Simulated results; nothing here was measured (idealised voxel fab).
The document below concerns the process module designated voxel plated lines.
Each square cell in cross-section cut measures 5 nm, and the section as a whole is 295 nm wide.
Format of a cross-section: grid, square cells. Given as bands. Order: top down. Band: one or more rows of cells.
Basically the band line says how high the top is and how high the bottom is, in nm, and then what's in it from left to right, every material with its width in nm. Empty space shows up as "air", and if a single material carries "all across" it runs the full band edge to edge.
Height is counted from the level 0, under which the received wafer is composed throughout of one material. The lowest of the bands is not closed at the bottom but continues downward, in the notation "0..down".
When a width is written as two numbers, as in "30->40", the first number is the width in the top row of cells of the band and the second is the width in its bottom row, and the width changes by the same amount from each row to the next.
"nothing altered" (step): cross-section cells unchanged, all of them.
The label "Non-vented voids" introduces a list of the empty spaces, 8 cells or larger, that have no open way up to the top; each entry in it reads width x height at distance, where the distance is taken from the left edge and all three are stated in nm.
Where a step's line continues beyond its settings, the continuation is a remark by the simulator itself on that step.
The line of a step may include "overlay nm". On a step with a mask, this value is how far to the right of its planned place the mask lay. A negative value means the mask lay to the left.

Planned process steps
1: RECEIVE: material Si
2: CONFORMAL_DEP: material SiN, thk nm 5
3: DIRECTIONAL_DEP: material TiN, thk nm 5
4: PATTERN: tone open, mask id LINES, material resist, width nm 25, pitch nm 40, thk nm 40, overlay nm -15
5: EPI: material Ru, thk nm 10
6: EPI: material Ru, thk nm 5
7: EPI: material Ru, thk nm 5
8: STRIP: etch materials resist
9: DIRECTIONAL_ETCH: etch materials TiN, depth nm 5
10: CONFORMAL_DEP: material SiN, thk nm 10
Across this set of wafers, the varied parameter is the overlay nm of step 4. Starting conditions are identical for every wafer, and the plan reports the value assigned to the first wafer.

First of several wafers, received after step 1, in cross-section
	0..down: Si all across
	Non-vented voids: none

The rows of the table below are wafers. Looking at the end of the module, a row counts, for every material, the cells the wafer has gained, shown as (+), or lost, shown as (-), since it was received; its closed voids come next
overlay nm -15; +60 Ru; +227 SiN; +15 TiN; Non-vented voids: none
overlay nm -10; +60 Ru; +227 SiN; +15 TiN; Non-vented voids: none
overlay nm -5; +60 Ru; +227 SiN; +15 TiN; Non-vented voids: none
overlay nm 0; +60 Ru; +227 SiN; +15 TiN; Non-vented voids: none
overlay nm 5; +60 Ru; +227 SiN; +15 TiN; Non-vented voids: none
overlay nm 10; +60 Ru; +227 SiN; +15 TiN; Non-vented voids: none
overlay nm 15; +60 Ru; +227 SiN; +15 TiN; Non-vented voids: none
